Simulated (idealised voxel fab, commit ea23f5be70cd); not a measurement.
Herein follows the process module entitled voxel ribs on slabs.
In the cross-section labelled cut, the width is 285 nm and each square cell is 5 nm.
Cross-section = grid of square cells, listed top down in bands; band = one or more rows.
For a band, the entry starts with two heights in nm, that of the top and then that of the bottom, and carries on with the band's materials in order from left to right, each alongside its width in nm; the word "all across" beside a single material means it fills the band edge to edge, and "air" means empty space.
Height reference: 0 = level under which incoming wafer is all one material. Lowest band: no bottom, runs on downward, e.g. "from 0 down".
The expression "30..40" gives the width at the extremes of the band, the first number at its top row of cells and the second at its bottom row, with the width changing by equal amounts from each row to the next in between.
It should be understood that the words "same as before", when stated for a given step, signify that the cross-section underwent no change in any of its cells during that step.
Heads up: "Voids lacking openings" only lists the empty pockets with no open path to the top that are 8 cells or more, and it writes them as width x height at distance, distance from the left edge, in nm.
Read whatever lies past the settings on a step's line as the simulator's own remark about the step.
The optional step-line setting "overlay nm" applies to steps with a mask and quantifies how far to the right of its planned location the mask lay, a negative value indicating leftward placement.

The process steps that were planned are listed below:
1. RECEIVE: material Si
2. DIRECTIONAL_DEP: material SiO2, thk nm 20
3. DIRECTIONAL_DEP: material polySi, thk nm 25
4. PATTERN: tone cover, mask id RIB, material resist, width nm 30, thk nm 15, overlay nm 0
5. DIRECTIONAL_ETCH: etch materials polySi, depth nm 10
6. STRIP: etch materials resist
7. DIRECTIONAL_DEP: material aC, thk nm 10
8. PATTERN: tone cover, mask id SLAB, material resist, width nm 90, thk nm 30, overlay nm 0
9. DIRECTIONAL_ETCH: etch materials aC, depth nm 10
10. STRIP: etch materials resist
11. DIRECTIONAL_ETCH: etch materials polySi, depth nm 15
12. STRIP: etch materials aC
13. FILL_DEP: material SiO2, thk nm 20
14. CMP: height nm 60
15. DIRECTIONAL_DEP: material W, thk nm 5
16. MASKED_ETCH: tone cover, mask id HEATER, width nm 40, etch materials W, depth nm 5, overlay nm 0
17. CONFORMAL_DEP: material SiO2, thk nm 10

Wafer at receipt (post step 1), cross-section:
from 0 down  Si all across
Voids lacking openings: none

End-of-module cross-section of the first of two wafers, processed as planned:
from 75 to 70  air 110 / SiO2 60 / air 115
from 70 to 65  SiO2 all across
from 65 to 60  SiO2 120 / W 40 / SiO2 125
from 60 to 45  SiO2 all across
from 45 to 35  SiO2 125 / polySi 30 / SiO2 130
from 35 to 20  SiO2 95 / polySi 90 / SiO2 100
from 20 to 0  SiO2 all across
from 0 down  Si all across
Voids lacking openings: none

second wafer at the end: like start, like plan, one mistake:
from 75 to 70  air 110 / SiO2 60 / air 115
from 70 to 65  SiO2 all across
from 65 to 60  SiO2 120 / W 40 / SiO2 125
from 60 to 45  SiO2 all across
from 45 to 35  SiO2 125 / polySi 30 / SiO2 130
from 35 to 20  SiO2 100 / polySi 90 / SiO2 95
from 20 to 0  SiO2 all across
from 0 down  Si all across
Voids lacking openings: none
Here's what went sideways: step 8 changed vs plan, executed as PATTERN: tone cover, mask id SLAB, material resist, width nm 90, thk nm 30, overlay nm 5
at the end the second wafer has, in cells: as many of each material as the first, in other places
